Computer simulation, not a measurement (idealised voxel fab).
Process module heading - voxel spacer lines
This is section cut - it's 260 nm across, gridded in 5 nm square cells.
Square cells in a grid make up a cross-section in this document, and the grid is given as bands, listed from the top down, each one or more rows of cells.
Quick guide to a band line: top height, bottom height (nm) up front; then every material left to right with its width in nm. Only one material and it's marked "all across"? Then it fills the band edge to edge. And "blank" just means empty space.
Height 0 is the level under which the wafer as received is all one material. The lowest band goes on downwards, as in "0 and below".
It should be noted that a width expressed as "30->40" varies in equal increments from row to row of cells within the band, taking the value of the first number at the top row and that of the second number at the bottom row.
Where a step carries "no modification", the cross-section came out of it unchanged, cell for cell.
Voids not open to the top, 8 cells minimum: see "Unvented voids". Written width x height at distance; distance is from the left edge; nm.
What comes after the settings on a step's line is commentary from the simulator itself on that step.
overlay nm, on a step with a mask: how far to the right of its planned place the mask lay; to the left if negative
LIST OF PLANNED PROCESS STEPS
1,RECEIVE: material Si
2,CONFORMAL_DEP: material SiO2, thk nm 5
3,DIRECTIONAL_DEP: material TiN, thk nm 15
4,DIRECTIONAL_DEP: material aC, thk nm 25
5,PATTERN: tone cover, mask id MANDREL, material resist, width nm 25, pitch nm 80, thk nm 35, overlay nm 0
6,DIRECTIONAL_ETCH: etch materials aC, depth nm 25
7,STRIP: etch materials resist
8,CONFORMAL_DEP: material SiN, thk nm 15
9,DIRECTIONAL_ETCH: etch materials SiN, depth nm 15
10,STRIP: etch materials aC
11,DIRECTIONAL_ETCH: etch materials TiN, depth nm 15
12,STRIP: etch materials SiN
RUN AS PLANNED: FIRST OF TWO WAFERS
CROSS-SECTION: WAFER ON ARRIVAL = AFTER STEP 1
    0 and below  Si all across
    Unvented voids: none
AFTER STEP 2, IN CROSS-SECTION
    5 down to 0  SiO2 all across
    Below a height of 0, the structure has not been altered.
AFTER STEP 3, IN CROSS-SECTION
    20 down to 5  TiN all across
    Below a height of 5, the structure has not been altered.
AFTER STEP 4, IN CROSS-SECTION
    45 down to 20  aC all across
    Below a height of 20, the structure has not been altered.
AFTER STEP 5, IN CROSS-SECTION
    80 down to 45  blank 35 nm | resist 25 nm | blank 55 nm | resist 25 nm | blank 55 nm | resist 25 nm | blank 40 nm
    Below a height of 45, the structure has not been altered.
AFTER STEP 6, IN CROSS-SECTION
    55 down to 45  blank 35 nm | resist 25 nm | blank 55 nm | resist 25 nm | blank 55 nm | resist 25 nm | blank 40 nm
    45 down to 20  blank 35 nm | aC 25 nm | blank 55 nm | aC 25 nm | blank 55 nm | aC 25 nm | blank 40 nm
    Below a height of 20, the structure has not been altered.
AFTER STEP 7, IN CROSS-SECTION
    45 down to 20  blank 35 nm | aC 25 nm | blank 55 nm | aC 25 nm | blank 55 nm | aC 25 nm | blank 40 nm
    Below a height of 20, the structure has not been altered.
AFTER STEP 8, IN CROSS-SECTION
    60 down to 45  blank 20 nm | SiN 55 nm | blank 25 nm | SiN 55 nm | blank 25 nm | SiN 55 nm | blank 25 nm
    45 down to 35  blank 20 nm | SiN 15 nm | aC 25 nm | SiN 15 nm | blank 25 nm | SiN 15 nm | aC 25 nm | SiN 15 nm | blank 25 nm | SiN 15 nm | aC 25 nm | SiN 15 nm | blank 25 nm
    35 down to 20  SiN 35 nm | aC 25 nm | SiN 55 nm | aC 25 nm | SiN 55 nm | aC 25 nm | SiN 40 nm
    Below a height of 20, the structure has not been altered.
AFTER STEP 9, IN CROSS-SECTION
    45 down to 20  blank 20 nm | SiN 15 nm | aC 25 nm | SiN 15 nm | blank 25 nm | SiN 15 nm | aC 25 nm | SiN 15 nm | blank 25 nm | SiN 15 nm | aC 25 nm | SiN 15 nm | blank 25 nm
    Below a height of 20, the structure has not been altered.
AFTER STEP 10, IN CROSS-SECTION
    45 down to 20  blank 20 nm | SiN 15 nm | blank 25 nm | SiN 15 nm | blank 25 nm | SiN 15 nm | blank 25 nm | SiN 15 nm | blank 25 nm | SiN 15 nm | blank 25 nm | SiN 15 nm | blank 25 nm
    Below a height of 20, the structure has not been altered.
AFTER STEP 11, IN CROSS-SECTION
    45 down to 20  blank 20 nm | SiN 15 nm | blank 25 nm | SiN 15 nm | blank 25 nm | SiN 15 nm | blank 25 nm | SiN 15 nm | blank 25 nm | SiN 15 nm | blank 25 nm | SiN 15 nm | blank 25 nm
    20 down to 5  blank 20 nm | TiN 15 nm | blank 25 nm | TiN 15 nm | blank 25 nm | TiN 15 nm | blank 25 nm | TiN 15 nm | blank 25 nm | TiN 15 nm | blank 25 nm | TiN 15 nm | blank 25 nm
    Below a height of 5, the structure has not been altered.
AFTER STEP 12, IN CROSS-SECTION
    20 down to 5  blank 20 nm | TiN 15 nm | blank 25 nm | TiN 15 nm | blank 25 nm | TiN 15 nm | blank 25 nm | TiN 15 nm | blank 25 nm | TiN 15 nm | blank 25 nm | TiN 15 nm | blank 25 nm
    Below a height of 5, the structure has not been altered.
IT IS TO BE NOTED THAT THE SECOND WAFER PROCEEDED FROM THE SAME INITIAL STATE AND ACCORDING TO THE SAME PLAN AS THE FIRST, ALTHOUGH ONE MISTAKE WAS COMMITTED IN ITS EXECUTION; THROUGH STEP 4, INCLUSIVE, THE TWO WAFERS SHARE AN IDENTICAL HISTORY
THE SECOND WAFER CUT THROUGH, AT THE TIME STEP 5 WAS SUPPOSED TO BE FINISHED
    80 down to 45  blank 25 nm | resist 25 nm | blank 55 nm | resist 25 nm | blank 55 nm | resist 25 nm | blank 50 nm
    Below a height of 45, the structure has not been altered.
THE SECOND WAFER CUT THROUGH, AT THE TIME STEP 6 WAS SUPPOSED TO BE FINISHED
    55 down to 45  blank 25 nm | resist 25 nm | blank 55 nm | resist 25 nm | blank 55 nm | resist 25 nm | blank 50 nm
    45 down to 20  blank 25 nm | aC 25 nm | blank 55 nm | aC 25 nm | blank 55 nm | aC 25 nm | blank 50 nm
    Below a height of 20, the structure has not been altered.
THE SECOND WAFER CUT THROUGH, AT THE TIME STEP 7 WAS SUPPOSED TO BE FINISHED
    45 down to 20  blank 25 nm | aC 25 nm | blank 55 nm | aC 25 nm | blank 55 nm | aC 25 nm | blank 50 nm
    Below a height of 20, the structure has not been altered.
THE SECOND WAFER CUT THROUGH, AT THE TIME STEP 8 WAS SUPPOSED TO BE FINISHED
    60 down to 45  blank 10 nm | SiN 55 nm | blank 25 nm | SiN 55 nm | blank 25 nm | SiN 55 nm | blank 35 nm
    45 down to 35  blank 10 nm | SiN 15 nm | aC 25 nm | SiN 15 nm | blank 25 nm | SiN 15 nm | aC 25 nm | SiN 15 nm | blank 25 nm | SiN 15 nm | aC 25 nm | SiN 15 nm | blank 35 nm
    35 down to 20  SiN 25 nm | aC 25 nm | SiN 55 nm | aC 25 nm | SiN 55 nm | aC 25 nm | SiN 50 nm
    Below a height of 20, the structure has not been altered.
THE SECOND WAFER CUT THROUGH, AT THE TIME STEP 9 WAS SUPPOSED TO BE FINISHED
    45 down to 20  blank 10 nm | SiN 15 nm | aC 25 nm | SiN 15 nm | blank 25 nm | SiN 15 nm | aC 25 nm | SiN 15 nm | blank 25 nm | SiN 15 nm | aC 25 nm | SiN 15 nm | blank 35 nm
    Below a height of 20, the structure has not been altered.
THE SECOND WAFER CUT THROUGH, AT THE TIME STEP 10 WAS SUPPOSED TO BE FINISHED
    45 down to 20  blank 10 nm | SiN 15 nm | blank 25 nm | SiN 15 nm | blank 25 nm | SiN 15 nm | blank 25 nm | SiN 15 nm | blank 25 nm | SiN 15 nm | blank 25 nm | SiN 15 nm | blank 35 nm
    Below a height of 20, the structure has not been altered.
THE SECOND WAFER CUT THROUGH, AT THE TIME STEP 11 WAS SUPPOSED TO BE FINISHED
    45 down to 20  blank 10 nm | SiN 15 nm | blank 25 nm | SiN 15 nm | blank 25 nm | SiN 15 nm | blank 25 nm | SiN 15 nm | blank 25 nm | SiN 15 nm | blank 25 nm | SiN 15 nm | blank 35 nm
    20 down to 5  blank 10 nm | TiN 15 nm | blank 25 nm | TiN 15 nm | blank 25 nm | TiN 15 nm | blank 25 nm | TiN 15 nm | blank 25 nm | TiN 15 nm | blank 25 nm | TiN 15 nm | blank 35 nm
    Below a height of 5, the structure has not been altered.
THE SECOND WAFER CUT THROUGH, AT THE TIME STEP 12 WAS SUPPOSED TO BE FINISHED
    20 down to 5  blank 10 nm | TiN 15 nm | blank 25 nm | TiN 15 nm | blank 25 nm | TiN 15 nm | blank 25 nm | TiN 15 nm | blank 25 nm | TiN 15 nm | blank 25 nm | TiN 15 nm | blank 35 nm
    Below a height of 5, the structure has not been altered.
Deviation noted in wafer processing: step 5: run off-plan, actual operation and settings PATTERN: tone cover, mask id MANDREL, material resist, width nm 25, pitch nm 80, thk nm 35, overlay nm -10
Upon completion, the cell count for each material on the second wafer equals that on the first, whereas the spatial distribution of those cells differs.
